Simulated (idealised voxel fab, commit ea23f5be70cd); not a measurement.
Process module in this document: voxel gate over fins
205 nm wide, 5 nm square cells: that's cross-section cut.
The cross-sections in this document take the form of a grid made of square cells. They are written out as bands, in order from top to bottom. Each band consists of one or more rows of cells.
Heads up on the band format: heights come first, top then bottom, in nm. After that it's the materials left to right, each with its width in nm. A single material flagged "throughout" fills the whole band edge to edge, and "blank" means there's empty space there.
Measure heights from 0. That's the level where, below it, the as-received wafer is all one material. The lowest band is bottomless and extends downward; write it as in "0 -> down".
Think of "30..40" as a width that walks from the first number to the second as you go down the band, top row to bottom row, taking equal-sized steps from row to row.
Step marked "no change occurred"? Then no cell in the cross-section changed in it.
Basically, "Closed void catalog" tells you about the enclosed voids: empty spaces with no open way to the top, 8 cells or bigger, each written width x height at distance, where distance is from the left edge, all in nm.
Past the settings on a step's line: simulator remark, on that step.
overlay nm: how far to the right of its planned place the mask lay on this masked step (negative: to the left).

## Intended process steps
1 op RECEIVE | material Si
2 op CONFORMAL_DEP | material SiN | thk nm 5
3 op DIRECTIONAL_DEP | material aC | thk nm 15
4 op PATTERN | tone cover | mask id FINS | material resist | width nm 15 | pitch nm 45 | thk nm 30 | overlay nm 0
5 op DIRECTIONAL_ETCH | etch materials aC | depth nm 15
6 op STRIP | etch materials resist
7 op DIRECTIONAL_ETCH | etch materials SiN | depth nm 5
8 op DIRECTIONAL_ETCH | etch materials Si | depth nm 40
9 op STRIP | etch materials aC
10 op FILL_DEP | material SiO2 | thk nm 5
11 op CMP | height nm 5
12 op SELECTIVE_ETCH | etch materials SiO2 | depth nm 20
13 op STRIP | etch materials SiN
14 op CONFORMAL_DEP | material HfO2 | thk nm 5
15 op CONFORMAL_DEP | material TiN | thk nm 5
16 op FILL_DEP | material W | thk nm 15
17 op CMP | height nm 20
18 op CONFORMAL_DEP | material SiCN | thk nm 10

## As-received wafer cross-section (after step 1)
> 0 -> down = Si throughout
> Closed void catalog: none

## What the wafer looks like in cross-section after this module, when it starts as shown above and follows the plan above but one mistake is made in running it
> 30 -> 20 = SiCN throughout
> 20 -> 10 = W throughout
> 10 -> 5 = 15 nm W | 35 nm HfO2 | 10 nm W | 35 nm HfO2 | 10 nm W | 35 nm HfO2 | 10 nm W | 35 nm HfO2 | 20 nm W
> 5 -> 0 = 15 nm W | 5 nm HfO2 | 25 nm TiN | 5 nm HfO2 | 10 nm W | 5 nm HfO2 | 25 nm TiN | 5 nm HfO2 | 10 nm W | 5 nm HfO2 | 25 nm TiN | 5 nm HfO2 | 10 nm W | 5 nm HfO2 | 25 nm TiN | 5 nm HfO2 | 20 nm W
> 0 -> -5 = 15 nm W | 5 nm HfO2 | 5 nm TiN | 15 nm Si | 5 nm TiN | 5 nm HfO2 | 10 nm W | 5 nm HfO2 | 5 nm TiN | 15 nm Si | 5 nm TiN | 5 nm HfO2 | 10 nm W | 5 nm HfO2 | 5 nm TiN | 15 nm Si | 5 nm TiN | 5 nm HfO2 | 10 nm W | 5 nm HfO2 | 5 nm TiN | 15 nm Si | 5 nm TiN | 5 nm HfO2 | 20 nm W
> -5 -> -10 = 20 nm HfO2 | 5 nm TiN | 15 nm Si | 5 nm TiN | 20 nm HfO2 | 5 nm TiN | 15 nm Si | 5 nm TiN | 20 nm HfO2 | 5 nm TiN | 15 nm Si | 5 nm TiN | 20 nm HfO2 | 5 nm TiN | 15 nm Si | 5 nm TiN | 25 nm HfO2
> -10 -> -15 = 25 nm TiN | 15 nm Si | 30 nm TiN | 15 nm Si | 30 nm TiN | 15 nm Si | 30 nm TiN | 15 nm Si | 30 nm TiN
> -15 -> -40 = 25 nm SiO2 | 15 nm Si | 30 nm SiO2 | 15 nm Si | 30 nm SiO2 | 15 nm Si | 30 nm SiO2 | 15 nm Si | 30 nm SiO2
> -40 -> down = Si throughout
> Closed void catalog: none
The plan and the run diverged here: plan steps 14 and 15 run swapped
